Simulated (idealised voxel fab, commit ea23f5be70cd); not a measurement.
process module | voxel fin reveal
cross-section cut | 175 nm wide | cells 5 nm
A cross-section is a grid of square cells, given in bands from the top down. A band is one or more rows of cells.
Each band's line starts with the height of the band's top and of its bottom, in nm. Then come its materials from left to right, each with its width in nm. One material with "throughout" fills the band from edge to edge. "air" is empty space.
Height 0 is the level under which the wafer as received is all one material. The lowest band goes on downwards, as in "0 down".
A width such as "30 to 40" changes by the same amount from each row of cells to the next, from the band's top row to its bottom row.
"no change" after a step means that no cell of the cross-section changed.
closed voids: empty space of 8 cells or more with no open way to the top, each as width x height at its distance from the left edge, in nm
after a step's settings: what the simulator itself notes on the step
overlay nm, on a step with a mask: how far to the right of its planned place the mask lay; to the left if negative
plan
1 op RECEIVE | material Si
2 op CONFORMAL_DEP | material SiN | thk nm 10
3 op MASKED_ETCH | tone cover | mask id FINS | width nm 15 | pitch nm 35 | etch materials SiN | depth nm 10 | overlay nm 0
4 op MASKED_ETCH | tone cover | mask id FINS | width nm 15 | pitch nm 35 | etch materials Si | depth nm 35 | overlay nm 0
5 op OXIDIZE | depth nm 5
6 op FILL_DEP | material SiO2 | thk nm 15
7 op CMP | height nm 10
8 op SELECTIVE_ETCH | etch materials SiO2 | depth nm 30
9 op STRIP | etch materials SiN
as received, after step 1
  0 down: Si throughout
  closed voids: none
a wafer at the end: this start, this plan, one mistake
  0 to -20: air 65 | Si 10 | air 25 | Si 10 | air 65
  -20 to -40: SiO2 65 | Si 10 | SiO2 25 | Si 10 | SiO2 65
  -40 down: Si throughout
  closed voids: none
what went wrong: step 3 ran as: op MASKED_ETCH | tone cover | mask id FINS | width nm 20 | pitch nm 35 | etch materials SiN | depth nm 10 | overlay nm 0
